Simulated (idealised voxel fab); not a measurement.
Process module in this document: voxel ribs on slabs
Section cut is 225 nm wide and gridded with 5 nm square cells.
Cross-section, as written here: a square-cell grid given band by band from the top down, where a band holds one or more rows of cells.
In this notation a band is specified by the heights of its top and bottom, in that order and in nm, after which its materials appear from left to right, each paired with its width in nm. The word "throughout" attached to a single material means that material fills the band from edge to edge; the word "empty" stands for empty space.
Counting heights begins at 0, where everything beneath is, in the wafer as received, one material. The lowest band has no bottom; it goes on downwards, as "0..down" shows.
Graded width ("30 to 40"): value in top row of band = first number; value in bottom row = second number; row-to-row change constant.
Step note "no modifications" = no cross-section cell changed.
"Closed void catalog" enumerates empty spaces isolated from the top, with no open way to it, that contain at least 8 cells, giving each as width x height at distance from the left edge, all three in nm.
Heads up: the bit after the settings on a step's line is the simulator's remark on that step.
overlay nm: mask offset rightward from planned place, masked step; negative means leftward offset.

LIST OF PLANNED PROCESS STEPS
1 RECEIVE, material Si
2 DIRECTIONAL_DEP, material SiO2, thk nm 20
3 DIRECTIONAL_DEP, material SiN, thk nm 25
4 PATTERN, tone cover, mask id RIB, material resist, width nm 15, thk nm 15, overlay nm 0
5 DIRECTIONAL_ETCH, etch materials SiN, depth nm 15
6 STRIP, etch materials resist
7 MASKED_ETCH, tone cover, mask id SLAB, width nm 65, etch materials SiN, depth nm 10, overlay nm 0
8 FILL_DEP, material SiO2, thk nm 25
9 CMP, height nm 65
10 DIRECTIONAL_DEP, material TiN, thk nm 10
11 MASKED_ETCH, tone cover, mask id HEATER, width nm 25, etch materials TiN, depth nm 10, overlay nm 0
12 CONFORMAL_DEP, material SiN, thk nm 10

OF TWO WAFERS, THE FIRST: RUN ACCORDING TO PLAN

AS RECEIVED, AFTER STEP 1
0..down | Si throughout
Closed void catalog: none

AFTER STEP 2: WAFER CROSS-SECTION
20..0 | SiO2 throughout
Anything lower than 0 is untouched.

AFTER STEP 3: WAFER CROSS-SECTION
45..20 | SiN throughout
Anything lower than 20 is untouched.

AFTER STEP 4: WAFER CROSS-SECTION
60..45 | empty=105, resist=15, empty=105
Anything lower than 45 is untouched.

AFTER STEP 5: WAFER CROSS-SECTION
60..45 | empty=105, resist=15, empty=105
45..30 | empty=105, SiN=15, empty=105
Anything lower than 30 is untouched.

AFTER STEP 6: WAFER CROSS-SECTION
45..30 | empty=105, SiN=15, empty=105
Anything lower than 30 is untouched.

AFTER STEP 7: WAFER CROSS-SECTION
45..30 | empty=105, SiN=15, empty=105
30..20 | empty=80, SiN=65, empty=80
Anything lower than 20 is untouched.

AFTER STEP 8: WAFER CROSS-SECTION
70..45 | SiO2 throughout
45..30 | SiO2=105, SiN=15, SiO2=105
30..20 | SiO2=80, SiN=65, SiO2=80
Anything lower than 20 is untouched.

AFTER STEP 9: WAFER CROSS-SECTION
65..45 | SiO2 throughout
Anything lower than 45 is untouched.

AFTER STEP 10: WAFER CROSS-SECTION
75..65 | TiN throughout
Anything lower than 65 is untouched.

AFTER STEP 11: WAFER CROSS-SECTION
75..65 | empty=100, TiN=25, empty=100
Anything lower than 65 is untouched.

AFTER STEP 12: WAFER CROSS-SECTION
85..75 | empty=90, SiN=45, empty=90
75..65 | SiN=100, TiN=25, SiN=100
Anything lower than 65 is untouched.

OKAY, SECOND WAFER. NOTHING DIFFERENT AT THE START, NOTHING DIFFERENT IN THE PLAN, JUST ONE MISTAKE SOMEWHERE IN THE RUNNING. AS FAR AS STEP 1, COUNTING THAT STEP, IT'S THE FIRST WAFER ALL OVER AGAIN

X-SECTION, SECOND WAFER, WHEN STEP 2 WAS DUE TO FINISH
25..0 | SiN throughout
Anything lower than 0 is untouched.

X-SECTION, SECOND WAFER, WHEN STEP 3 WAS DUE TO FINISH
45..25 | SiO2 throughout
Anything lower than 25 is untouched.

X-SECTION, SECOND WAFER, WHEN STEP 4 WAS DUE TO FINISH
60..45 | empty=105, resist=15, empty=105
Anything lower than 45 is untouched.

X-section, second wafer, when step 5 was due to finish: no modifications

X-SECTION, SECOND WAFER, WHEN STEP 6 WAS DUE TO FINISH
45..25 | SiO2 throughout
Anything lower than 25 is untouched.

X-section, second wafer, when step 7 was due to finish: no modifications

X-SECTION, SECOND WAFER, WHEN STEP 8 WAS DUE TO FINISH
70..25 | SiO2 throughout
Anything lower than 25 is untouched.

X-SECTION, SECOND WAFER, WHEN STEP 9 WAS DUE TO FINISH
65..25 | SiO2 throughout
Anything lower than 25 is untouched.

X-SECTION, SECOND WAFER, WHEN STEP 10 WAS DUE TO FINISH
75..65 | TiN throughout
Anything lower than 65 is untouched.

X-SECTION, SECOND WAFER, WHEN STEP 11 WAS DUE TO FINISH
75..65 | empty=100, TiN=25, empty=100
Anything lower than 65 is untouched.

X-SECTION, SECOND WAFER, WHEN STEP 12 WAS DUE TO FINISH
85..75 | empty=90, SiN=45, empty=90
75..65 | SiN=100, TiN=25, SiN=100
Anything lower than 65 is untouched.
So what did we get wrong on this run? the processing plan was not followed for steps 2 and 3, which were run with their positions exchanged
Final wafer comparison in cells, second versus first, more or fewer per material: SiN +190; SiO2 -190
